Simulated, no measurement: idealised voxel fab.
process module | voxel transistor to metal
cross-section cut | 205 nm wide | cells 5 nm
A cross-section is a grid of square cells, given in bands from the top down. A band is one or more rows of cells.
Each band's line starts with the height of the band's top and of its bottom, in nm. Then come its materials from left to right, each with its width in nm. One material with "throughout" fills the band from edge to edge. "air" is empty space.
Height 0 is the level under which the wafer as received is all one material. The lowest band goes on downwards, as in "0 down".
A width such as "30 to 40" changes by the same amount from each row of cells to the next, from the band's top row to its bottom row.
"no change" after a step means that no cell of the cross-section changed.
closed voids: empty space of 8 cells or more with no open way to the top, each as width x height at its distance from the left edge, in nm
after a step's settings: what the simulator itself notes on the step
overlay nm, on a step with a mask: how far to the right of its planned place the mask lay; to the left if negative
plan
1 op RECEIVE | material Si
2 op CONFORMAL_DEP | material SiO2 | thk nm 5
3 op CONFORMAL_DEP | material SiN | thk nm 10
4 op MASKED_ETCH | tone cover | mask id ACTIVE | width nm 110 | etch materials SiN | depth nm 10 | overlay nm 0
5 op MASKED_ETCH | tone cover | mask id ACTIVE | width nm 110 | etch materials SiO2 | depth nm 5 | overlay nm 0
6 op MASKED_ETCH | tone cover | mask id ACTIVE | width nm 110 | etch materials Si | depth nm 25 | overlay nm 0
7 op FILL_DEP | material SiO2 | thk nm 15
8 op CMP | height nm 15
9 op SELECTIVE_ETCH | etch materials SiO2 | depth nm 5
10 op STRIP | etch materials SiN
11 op SELECTIVE_ETCH | etch materials SiO2 | depth nm 5
12 op OXIDIZE | depth nm 5
13 op DIRECTIONAL_DEP | material polySi | thk nm 20
14 op DIRECTIONAL_DEP | material SiCN | thk nm 10
15 op MASKED_ETCH | tone cover | mask id GATE | width nm 20 | etch materials SiCN | depth nm 20 | overlay nm 0
16 op MASKED_ETCH | tone cover | mask id GATE | width nm 20 | etch materials polySi | depth nm 30 | overlay nm 0
17 op CONFORMAL_DEP | material SiN | thk nm 10
18 op DIRECTIONAL_ETCH | etch materials SiN | depth nm 10
19 op DIRECTIONAL_ETCH | etch materials SiO2 | depth nm 5
20 op DIRECTIONAL_ETCH | etch materials Si | depth nm 5
21 op EPI | material SiGe | thk nm 5
22 op FILL_DEP | material SiO2 | thk nm 5
23 op CMP | height nm 30
24 op DIRECTIONAL_DEP | material SiO2 | thk nm 15
25 op PATTERN | tone open | mask id CONTACT | material resist | width nm 20 | pitch nm 80 | thk nm 15 | overlay nm 0
26 op DIRECTIONAL_ETCH | etch materials SiO2 | depth nm 50
27 op STRIP | etch materials resist
28 op CONFORMAL_DEP | material TiN | thk nm 5
29 op FILL_DEP | material W | thk nm 5
30 op CMP | height nm 45
31 op CONFORMAL_DEP | material SiCN | thk nm 5
32 op DIRECTIONAL_DEP | material lowk | thk nm 25
33 op MASKED_ETCH | tone open | mask id METAL_1 | width nm 20 | pitch nm 80 | etch materials lowk | depth nm 25 | overlay nm 0
34 op MASKED_ETCH | tone open | mask id METAL_1 | width nm 20 | pitch nm 80 | etch materials SiCN | depth nm 5 | overlay nm 0
35 op CONFORMAL_DEP | material TiN | thk nm 5
36 op FILL_DEP | material Cu | thk nm 10
37 op CMP | height nm 75
38 op CONFORMAL_DEP | material SiCN | thk nm 5
39 op DIRECTIONAL_DEP | material SiO2 | thk nm 30
40 op MASKED_ETCH | tone open | mask id METAL_2 | width nm 20 | pitch nm 80 | etch materials SiO2 | depth nm 15 | overlay nm 0
41 op MASKED_ETCH | tone open | mask id METAL_2_HOLES | width nm 15 | pitch nm 80 | etch materials SiO2 | depth nm 15 | overlay nm 0
42 op MASKED_ETCH | tone open | mask id METAL_2_HOLES | width nm 15 | pitch nm 80 | etch materials SiCN | depth nm 5 | overlay nm 0
43 op CONFORMAL_DEP | material TiN | thk nm 5
44 op FILL_DEP | material Cu | thk nm 10
45 op CMP | height nm 110
46 op CONFORMAL_DEP | material SiCN | thk nm 5
first wafer, as planned
as received, after step 1
  0 down: Si throughout
  closed voids: none
after step 2
  5 to 0: SiO2 throughout
  below 0: unchanged
after step 3
  15 to 5: SiN throughout
  below 5: unchanged
after step 4
  15 to 5: air 45 | SiN 110 | air 50
  below 5: unchanged
after step 5
  15 to 5: air 45 | SiN 110 | air 50
  5 to 0: air 45 | SiO2 110 | air 50
  below 0: unchanged
after step 6
  15 to 5: air 45 | SiN 110 | air 50
  5 to 0: air 45 | SiO2 110 | air 50
  0 to -25: air 45 | Si 110 | air 50
  below -25: unchanged
after step 7
  30 to 15: SiO2 throughout
  15 to 5: SiO2 45 | SiN 110 | SiO2 50
  5 to 0: SiO2 throughout
  0 to -25: SiO2 45 | Si 110 | SiO2 50
  below -25: unchanged
after step 8
  15 to 5: SiO2 45 | SiN 110 | SiO2 50
  below 5: unchanged
after step 9
  15 to 10: air 45 | SiN 110 | air 50
  below 10: unchanged
after step 10
  10 to 5: SiO2 45 | air 110 | SiO2 50
  below 5: unchanged
after step 11
  5 to 0: SiO2 40 | air 120 | SiO2 45
  below 0: unchanged
after step 12
  5 to 0: SiO2 40 | air 120 | SiO2 45
  0 to -5: SiO2 throughout
  below -5: unchanged
after step 13
  25 to 20: polySi 40 | air 120 | polySi 45
  20 to 5: polySi throughout
  5 to 0: SiO2 40 | polySi 120 | SiO2 45
  below 0: unchanged
after step 14
  35 to 30: SiCN 40 | air 120 | SiCN 45
  30 to 25: SiCN throughout
  25 to 20: polySi 40 | SiCN 120 | polySi 45
  below 20: unchanged
after step 15
  30 to 25: air 90 | SiCN 20 | air 95
  25 to 20: polySi 40 | air 50 | SiCN 20 | air 50 | polySi 45
  below 20: unchanged
after step 16
  30 to 20: air 90 | SiCN 20 | air 95
  20 to 5: air 90 | polySi 20 | air 95
  5 to 0: SiO2 40 | air 50 | polySi 20 | air 50 | SiO2 45
  below 0: unchanged
after step 17
  40 to 30: air 80 | SiN 40 | air 85
  30 to 20: air 80 | SiN 10 | SiCN 20 | SiN 10 | air 85
  20 to 15: air 80 | SiN 10 | polySi 20 | SiN 10 | air 85
  15 to 10: SiN 50 | air 30 | SiN 10 | polySi 20 | SiN 10 | air 30 | SiN 55
  10 to 5: SiN 90 | polySi 20 | SiN 95
  5 to 0: SiO2 40 | SiN 50 | polySi 20 | SiN 50 | SiO2 45
  below 0: unchanged
after step 18
  30 to 20: air 80 | SiN 10 | SiCN 20 | SiN 10 | air 85
  20 to 5: air 80 | SiN 10 | polySi 20 | SiN 10 | air 85
  5 to 0: SiO2 40 | SiN 10 | air 30 | SiN 10 | polySi 20 | SiN 10 | air 30 | SiN 10 | SiO2 45
  below 0: unchanged
after step 19
  30 to 20: air 80 | SiN 10 | SiCN 20 | SiN 10 | air 85
  20 to 5: air 80 | SiN 10 | polySi 20 | SiN 10 | air 85
  5 to 0: air 40 | SiN 10 | air 30 | SiN 10 | polySi 20 | SiN 10 | air 30 | SiN 10 | air 45
  0 to -5: SiO2 50 | air 30 | SiO2 40 | air 30 | SiO2 55
  below -5: unchanged
after step 20
  30 to 20: air 80 | SiN 10 | SiCN 20 | SiN 10 | air 85
  20 to 5: air 80 | SiN 10 | polySi 20 | SiN 10 | air 85
  5 to 0: air 40 | SiN 10 | air 30 | SiN 10 | polySi 20 | SiN 10 | air 30 | SiN 10 | air 45
  0 to -5: SiO2 50 | air 30 | SiO2 40 | air 30 | SiO2 55
  -5 to -10: SiO2 45 | Si 5 | air 30 | Si 40 | air 30 | Si 5 | SiO2 50
  below -10: unchanged
after step 21
  30 to 20: air 80 | SiN 10 | SiCN 20 | SiN 10 | air 85
  20 to 5: air 80 | SiN 10 | polySi 20 | SiN 10 | air 85
  5 to 0: air 40 | SiN 10 | air 30 | SiN 10 | polySi 20 | SiN 10 | air 30 | SiN 10 | air 45
  0 to -5: SiO2 50 | SiGe 5 | air 20 | SiGe 5 | SiO2 40 | SiGe 5 | air 20 | SiGe 5 | SiO2 55
  -5 to -10: SiO2 45 | Si 5 | SiGe 30 | Si 40 | SiGe 30 | Si 5 | SiO2 50
  below -10: unchanged
after step 22
  35 to 30: SiO2 throughout
  30 to 20: SiO2 80 | SiN 10 | SiCN 20 | SiN 10 | SiO2 85
  20 to 5: SiO2 80 | SiN 10 | polySi 20 | SiN 10 | SiO2 85
  5 to 0: SiO2 40 | SiN 10 | SiO2 30 | SiN 10 | polySi 20 | SiN 10 | SiO2 30 | SiN 10 | SiO2 45
  0 to -5: SiO2 50 | SiGe 5 | SiO2 20 | SiGe 5 | SiO2 40 | SiGe 5 | SiO2 20 | SiGe 5 | SiO2 55
  below -5: unchanged
after step 23
  30 to 20: SiO2 80 | SiN 10 | SiCN 20 | SiN 10 | SiO2 85
  below 20: unchanged
after step 24
  45 to 30: SiO2 throughout
  below 30: unchanged
after step 25
  60 to 45: resist 50 | air 20 | resist 60 | air 20 | resist 55
  below 45: unchanged
after step 26
  60 to 45: resist 50 | air 20 | resist 60 | air 20 | resist 55
  45 to 30: SiO2 50 | air 20 | SiO2 60 | air 20 | SiO2 55
  30 to 20: SiO2 50 | air 20 | SiO2 10 | SiN 10 | SiCN 20 | SiN 10 | SiO2 10 | air 20 | SiO2 55
  20 to 5: SiO2 50 | air 20 | SiO2 10 | SiN 10 | polySi 20 | SiN 10 | SiO2 10 | air 20 | SiO2 55
  5 to 0: SiO2 40 | SiN 10 | air 20 | SiO2 10 | SiN 10 | polySi 20 | SiN 10 | SiO2 10 | air 20 | SiN 10 | SiO2 45
  0 to -5: SiO2 50 | SiGe 5 | air 15 | SiO2 5 | SiGe 5 | SiO2 40 | SiGe 5 | SiO2 5 | air 15 | SiGe 5 | SiO2 55
  below -5: unchanged
after step 27
  45 to 30: SiO2 50 | air 20 | SiO2 60 | air 20 | SiO2 55
  below 30: unchanged
after step 28
  50 to 45: TiN 55 | air 10 | TiN 70 | air 10 | TiN 60
  45 to 30: SiO2 50 | TiN 5 | air 10 | TiN 5 | SiO2 60 | TiN 5 | air 10 | TiN 5 | SiO2 55
  30 to 20: SiO2 50 | TiN 5 | air 10 | TiN 5 | SiO2 10 | SiN 10 | SiCN 20 | SiN 10 | SiO2 10 | TiN 5 | air 10 | TiN 5 | SiO2 55
  20 to 5: SiO2 50 | TiN 5 | air 10 | TiN 5 | SiO2 10 | SiN 10 | polySi 20 | SiN 10 | SiO2 10 | TiN 5 | air 10 | TiN 5 | SiO2 55
  5 to 0: SiO2 40 | SiN 10 | TiN 10 | air 5 | TiN 5 | SiO2 10 | SiN 10 | polySi 20 | SiN 10 | SiO2 10 | TiN 5 | air 5 | TiN 10 | SiN 10 | SiO2 45
  0 to -5: SiO2 50 | SiGe 5 | TiN 15 | SiO2 5 | SiGe 5 | SiO2 40 | SiGe 5 | SiO2 5 | TiN 15 | SiGe 5 | SiO2 55
  below -5: unchanged
after step 29
  55 to 50: W throughout
  50 to 45: TiN 55 | W 10 | TiN 70 | W 10 | TiN 60
  45 to 30: SiO2 50 | TiN 5 | W 10 | TiN 5 | SiO2 60 | TiN 5 | W 10 | TiN 5 | SiO2 55
  30 to 20: SiO2 50 | TiN 5 | W 10 | TiN 5 | SiO2 10 | SiN 10 | SiCN 20 | SiN 10 | SiO2 10 | TiN 5 | W 10 | TiN 5 | SiO2 55
  20 to 5: SiO2 50 | TiN 5 | W 10 | TiN 5 | SiO2 10 | SiN 10 | polySi 20 | SiN 10 | SiO2 10 | TiN 5 | W 10 | TiN 5 | SiO2 55
  5 to 0: SiO2 40 | SiN 10 | TiN 10 | W 5 | TiN 5 | SiO2 10 | SiN 10 | polySi 20 | SiN 10 | SiO2 10 | TiN 5 | W 5 | TiN 10 | SiN 10 | SiO2 45
  below 0: unchanged
after step 30
  45 to 30: SiO2 50 | TiN 5 | W 10 | TiN 5 | SiO2 60 | TiN 5 | W 10 | TiN 5 | SiO2 55
  below 30: unchanged
after step 31
  50 to 45: SiCN throughout
  below 45: unchanged
after step 32
  75 to 50: lowk throughout
  below 50: unchanged
after step 33
  75 to 50: lowk 50 | air 20 | lowk 60 | air 20 | lowk 55
  below 50: unchanged
after step 34
  75 to 50: lowk 50 | air 20 | lowk 60 | air 20 | lowk 55
  50 to 45: SiCN 50 | air 20 | SiCN 60 | air 20 | SiCN 55
  below 45: unchanged
after step 35
  80 to 75: TiN 55 | air 10 | TiN 70 | air 10 | TiN 60
  75 to 50: lowk 50 | TiN 5 | air 10 | TiN 5 | lowk 60 | TiN 5 | air 10 | TiN 5 | lowk 55
  50 to 45: SiCN 50 | TiN 20 | SiCN 60 | TiN 20 | SiCN 55
  below 45: unchanged
after step 36
  90 to 80: Cu throughout
  80 to 75: TiN 55 | Cu 10 | TiN 70 | Cu 10 | TiN 60
  75 to 50: lowk 50 | TiN 5 | Cu 10 | TiN 5 | lowk 60 | TiN 5 | Cu 10 | TiN 5 | lowk 55
  below 50: unchanged
after step 37
  75 to 50: lowk 50 | TiN 5 | Cu 10 | TiN 5 | lowk 60 | TiN 5 | Cu 10 | TiN 5 | lowk 55
  below 50: unchanged
after step 38
  80 to 75: SiCN throughout
  below 75: unchanged
after step 39
  110 to 80: SiO2 throughout
  below 80: unchanged
after step 40
  110 to 95: SiO2 50 | air 20 | SiO2 60 | air 20 | SiO2 55
  below 95: unchanged
after step 41
  110 to 95: SiO2 50 | air 20 | SiO2 60 | air 20 | SiO2 55
  95 to 80: SiO2 50 | air 15 | SiO2 65 | air 15 | SiO2 60
  below 80: unchanged
after step 42
  110 to 95: SiO2 50 | air 20 | SiO2 60 | air 20 | SiO2 55
  95 to 80: SiO2 50 | air 15 | SiO2 65 | air 15 | SiO2 60
  80 to 75: SiCN 50 | air 15 | SiCN 65 | air 15 | SiCN 60
  below 75: unchanged
after step 43
  115 to 110: TiN 55 | air 10 | TiN 70 | air 10 | TiN 60
  110 to 100: SiO2 50 | TiN 5 | air 10 | TiN 5 | SiO2 60 | TiN 5 | air 10 | TiN 5 | SiO2 55
  100 to 95: SiO2 50 | TiN 5 | air 5 | TiN 10 | SiO2 60 | TiN 5 | air 5 | TiN 10 | SiO2 55
  95 to 80: SiO2 50 | TiN 5 | air 5 | TiN 5 | SiO2 65 | TiN 5 | air 5 | TiN 5 | SiO2 60
  80 to 75: SiCN 50 | TiN 15 | SiCN 65 | TiN 15 | SiCN 60
  below 75: unchanged
after step 44
  125 to 115: Cu throughout
  115 to 110: TiN 55 | Cu 10 | TiN 70 | Cu 10 | TiN 60
  110 to 100: SiO2 50 | TiN 5 | Cu 10 | TiN 5 | SiO2 60 | TiN 5 | Cu 10 | TiN 5 | SiO2 55
  100 to 95: SiO2 50 | TiN 5 | Cu 5 | TiN 10 | SiO2 60 | TiN 5 | Cu 5 | TiN 10 | SiO2 55
  95 to 80: SiO2 50 | TiN 5 | Cu 5 | TiN 5 | SiO2 65 | TiN 5 | Cu 5 | TiN 5 | SiO2 60
  below 80: unchanged
after step 45
  110 to 100: SiO2 50 | TiN 5 | Cu 10 | TiN 5 | SiO2 60 | TiN 5 | Cu 10 | TiN 5 | SiO2 55
  below 100: unchanged
after step 46
  115 to 110: SiCN throughout
  below 110: unchanged
second wafer: like start, like plan, one mistake. Through step 15 it matches the first wafer
when step 16 should have ended
  30 to 20: air 90 | SiCN 20 | air 95
  20 to 5: air 90 | polySi 30 | air 85
  5 to 0: SiO2 40 | air 50 | polySi 30 | air 40 | SiO2 45
  below 0: unchanged
when step 17 should have ended
  40 to 30: air 80 | SiN 40 | air 85
  30 to 20: air 80 | SiN 10 | SiCN 20 | SiN 20 | air 75
  20 to 15: air 80 | SiN 10 | polySi 30 | SiN 10 | air 75
  15 to 10: SiN 50 | air 30 | SiN 10 | polySi 30 | SiN 10 | air 20 | SiN 55
  10 to 5: SiN 90 | polySi 30 | SiN 85
  5 to 0: SiO2 40 | SiN 50 | polySi 30 | SiN 40 | SiO2 45
  below 0: unchanged
when step 18 should have ended
  30 to 20: air 80 | SiN 10 | SiCN 20 | SiN 10 | air 85
  20 to 5: air 80 | SiN 10 | polySi 30 | SiN 10 | air 75
  5 to 0: SiO2 40 | SiN 10 | air 30 | SiN 10 | polySi 30 | SiN 10 | air 20 | SiN 10 | SiO2 45
  below 0: unchanged
when step 19 should have ended
  30 to 20: air 80 | SiN 10 | SiCN 20 | SiN 10 | air 85
  20 to 5: air 80 | SiN 10 | polySi 30 | SiN 10 | air 75
  5 to 0: air 40 | SiN 10 | air 30 | SiN 10 | polySi 30 | SiN 10 | air 20 | SiN 10 | air 45
  0 to -5: SiO2 50 | air 30 | SiO2 50 | air 20 | SiO2 55
  below -5: unchanged
when step 20 should have ended
  30 to 20: air 80 | SiN 10 | SiCN 20 | SiN 10 | air 85
  20 to 5: air 80 | SiN 10 | polySi 30 | SiN 10 | air 75
  5 to 0: air 40 | SiN 10 | air 30 | SiN 10 | polySi 30 | SiN 10 | air 20 | SiN 10 | air 45
  0 to -5: SiO2 50 | air 30 | SiO2 50 | air 20 | SiO2 55
  -5 to -10: SiO2 45 | Si 5 | air 30 | Si 50 | air 20 | Si 5 | SiO2 50
  below -10: unchanged
when step 21 should have ended
  30 to 20: air 80 | SiN 10 | SiCN 20 | SiN 10 | air 85
  20 to 5: air 80 | SiN 10 | polySi 30 | SiN 10 | air 75
  5 to 0: air 40 | SiN 10 | air 30 | SiN 10 | polySi 30 | SiN 10 | air 20 | SiN 10 | air 45
  0 to -5: SiO2 50 | SiGe 5 | air 20 | SiGe 5 | SiO2 50 | SiGe 5 | air 10 | SiGe 5 | SiO2 55
  -5 to -10: SiO2 45 | Si 5 | SiGe 30 | Si 50 | SiGe 20 | Si 5 | SiO2 50
  below -10: unchanged
when step 22 should have ended
  35 to 30: SiO2 throughout
  30 to 20: SiO2 80 | SiN 10 | SiCN 20 | SiN 10 | SiO2 85
  20 to 5: SiO2 80 | SiN 10 | polySi 30 | SiN 10 | SiO2 75
  5 to 0: SiO2 40 | SiN 10 | SiO2 30 | SiN 10 | polySi 30 | SiN 10 | SiO2 20 | SiN 10 | SiO2 45
  0 to -5: SiO2 50 | SiGe 5 | SiO2 20 | SiGe 5 | SiO2 50 | SiGe 5 | SiO2 10 | SiGe 5 | SiO2 55
  below -5: unchanged
when step 23 should have ended
  30 to 20: SiO2 80 | SiN 10 | SiCN 20 | SiN 10 | SiO2 85
  below 20: unchanged
when step 24 should have ended
  45 to 30: SiO2 throughout
  below 30: unchanged
when step 25 should have ended
  60 to 45: resist 50 | air 20 | resist 60 | air 20 | resist 55
  below 45: unchanged
when step 26 should have ended
  60 to 45: resist 50 | air 20 | resist 60 | air 20 | resist 55
  45 to 30: SiO2 50 | air 20 | SiO2 60 | air 20 | SiO2 55
  30 to 20: SiO2 50 | air 20 | SiO2 10 | SiN 10 | SiCN 20 | SiN 10 | SiO2 10 | air 20 | SiO2 55
  20 to 5: SiO2 50 | air 20 | SiO2 10 | SiN 10 | polySi 30 | SiN 10 | air 20 | SiO2 55
  5 to 0: SiO2 40 | SiN 10 | air 20 | SiO2 10 | SiN 10 | polySi 30 | SiN 10 | air 20 | SiN 10 | SiO2 45
  0 to -5: SiO2 50 | SiGe 5 | air 15 | SiO2 5 | SiGe 5 | SiO2 50 | SiGe 5 | air 10 | SiGe 5 | SiO2 55
  below -5: unchanged
when step 27 should have ended
  45 to 30: SiO2 50 | air 20 | SiO2 60 | air 20 | SiO2 55
  below 30: unchanged
when step 28 should have ended
  50 to 45: TiN 55 | air 10 | TiN 70 | air 10 | TiN 60
  45 to 30: SiO2 50 | TiN 5 | air 10 | TiN 5 | SiO2 60 | TiN 5 | air 10 | TiN 5 | SiO2 55
  30 to 20: SiO2 50 | TiN 5 | air 10 | TiN 5 | SiO2 10 | SiN 10 | SiCN 20 | SiN 10 | SiO2 10 | TiN 5 | air 10 | TiN 5 | SiO2 55
  20 to 5: SiO2 50 | TiN 5 | air 10 | TiN 5 | SiO2 10 | SiN 10 | polySi 30 | SiN 10 | TiN 5 | air 10 | TiN 5 | SiO2 55
  5 to 0: SiO2 40 | SiN 10 | TiN 10 | air 5 | TiN 5 | SiO2 10 | SiN 10 | polySi 30 | SiN 10 | TiN 20 | SiN 10 | SiO2 45
  0 to -5: SiO2 50 | SiGe 5 | TiN 15 | SiO2 5 | SiGe 5 | SiO2 50 | SiGe 5 | TiN 10 | SiGe 5 | SiO2 55
  below -5: unchanged
when step 29 should have ended
  55 to 50: W throughout
  50 to 45: TiN 55 | W 10 | TiN 70 | W 10 | TiN 60
  45 to 30: SiO2 50 | TiN 5 | W 10 | TiN 5 | SiO2 60 | TiN 5 | W 10 | TiN 5 | SiO2 55
  30 to 20: SiO2 50 | TiN 5 | W 10 | TiN 5 | SiO2 10 | SiN 10 | SiCN 20 | SiN 10 | SiO2 10 | TiN 5 | W 10 | TiN 5 | SiO2 55
  20 to 5: SiO2 50 | TiN 5 | W 10 | TiN 5 | SiO2 10 | SiN 10 | polySi 30 | SiN 10 | TiN 5 | W 10 | TiN 5 | SiO2 55
  5 to 0: SiO2 40 | SiN 10 | TiN 10 | W 5 | TiN 5 | SiO2 10 | SiN 10 | polySi 30 | SiN 10 | TiN 20 | SiN 10 | SiO2 45
  below 0: unchanged
when step 30 should have ended
  45 to 30: SiO2 50 | TiN 5 | W 10 | TiN 5 | SiO2 60 | TiN 5 | W 10 | TiN 5 | SiO2 55
  below 30: unchanged
when step 31 should have ended
  50 to 45: SiCN throughout
  below 45: unchanged
when step 32 should have ended
  75 to 50: lowk throughout
  below 50: unchanged
when step 33 should have ended
  75 to 50: lowk 50 | air 20 | lowk 60 | air 20 | lowk 55
  below 50: unchanged
when step 34 should have ended
  75 to 50: lowk 50 | air 20 | lowk 60 | air 20 | lowk 55
  50 to 45: SiCN 50 | air 20 | SiCN 60 | air 20 | SiCN 55
  below 45: unchanged
when step 35 should have ended
  80 to 75: TiN 55 | air 10 | TiN 70 | air 10 | TiN 60
  75 to 50: lowk 50 | TiN 5 | air 10 | TiN 5 | lowk 60 | TiN 5 | air 10 | TiN 5 | lowk 55
  50 to 45: SiCN 50 | TiN 20 | SiCN 60 | TiN 20 | SiCN 55
  below 45: unchanged
when step 36 should have ended
  90 to 80: Cu throughout
  80 to 75: TiN 55 | Cu 10 | TiN 70 | Cu 10 | TiN 60
  75 to 50: lowk 50 | TiN 5 | Cu 10 | TiN 5 | lowk 60 | TiN 5 | Cu 10 | TiN 5 | lowk 55
  below 50: unchanged
when step 37 should have ended
  75 to 50: lowk 50 | TiN 5 | Cu 10 | TiN 5 | lowk 60 | TiN 5 | Cu 10 | TiN 5 | lowk 55
  below 50: unchanged
when step 38 should have ended
  80 to 75: SiCN throughout
  below 75: unchanged
when step 39 should have ended
  110 to 80: SiO2 throughout
  below 80: unchanged
when step 40 should have ended
  110 to 95: SiO2 50 | air 20 | SiO2 60 | air 20 | SiO2 55
  below 95: unchanged
when step 41 should have ended
  110 to 95: SiO2 50 | air 20 | SiO2 60 | air 20 | SiO2 55
  95 to 80: SiO2 50 | air 15 | SiO2 65 | air 15 | SiO2 60
  below 80: unchanged
when step 42 should have ended
  110 to 95: SiO2 50 | air 20 | SiO2 60 | air 20 | SiO2 55
  95 to 80: SiO2 50 | air 15 | SiO2 65 | air 15 | SiO2 60
  80 to 75: SiCN 50 | air 15 | SiCN 65 | air 15 | SiCN 60
  below 75: unchanged
when step 43 should have ended
  115 to 110: TiN 55 | air 10 | TiN 70 | air 10 | TiN 60
  110 to 100: SiO2 50 | TiN 5 | air 10 | TiN 5 | SiO2 60 | TiN 5 | air 10 | TiN 5 | SiO2 55
  100 to 95: SiO2 50 | TiN 5 | air 5 | TiN 10 | SiO2 60 | TiN 5 | air 5 | TiN 10 | SiO2 55
  95 to 80: SiO2 50 | TiN 5 | air 5 | TiN 5 | SiO2 65 | TiN 5 | air 5 | TiN 5 | SiO2 60
  80 to 75: SiCN 50 | TiN 15 | SiCN 65 | TiN 15 | SiCN 60
  below 75: unchanged
when step 44 should have ended
  125 to 115: Cu throughout
  115 to 110: TiN 55 | Cu 10 | TiN 70 | Cu 10 | TiN 60
  110 to 100: SiO2 50 | TiN 5 | Cu 10 | TiN 5 | SiO2 60 | TiN 5 | Cu 10 | TiN 5 | SiO2 55
  100 to 95: SiO2 50 | TiN 5 | Cu 5 | TiN 10 | SiO2 60 | TiN 5 | Cu 5 | TiN 10 | SiO2 55
  95 to 80: SiO2 50 | TiN 5 | Cu 5 | TiN 5 | SiO2 65 | TiN 5 | Cu 5 | TiN 5 | SiO2 60
  below 80: unchanged
when step 45 should have ended
  110 to 100: SiO2 50 | TiN 5 | Cu 10 | TiN 5 | SiO2 60 | TiN 5 | Cu 10 | TiN 5 | SiO2 55
  below 100: unchanged
when step 46 should have ended
  115 to 110: SiCN throughout
  below 110: unchanged
what went wrong: step 16 ran as: op MASKED_ETCH | tone cover | mask id GATE | width nm 20 | etch materials polySi | depth nm 30 | overlay nm 10
at the end the second wafer has, in cells: 2 more of Si | 2 fewer of SiGe | 7 fewer of SiO2 | 1 fewer of W | 8 more of polySi
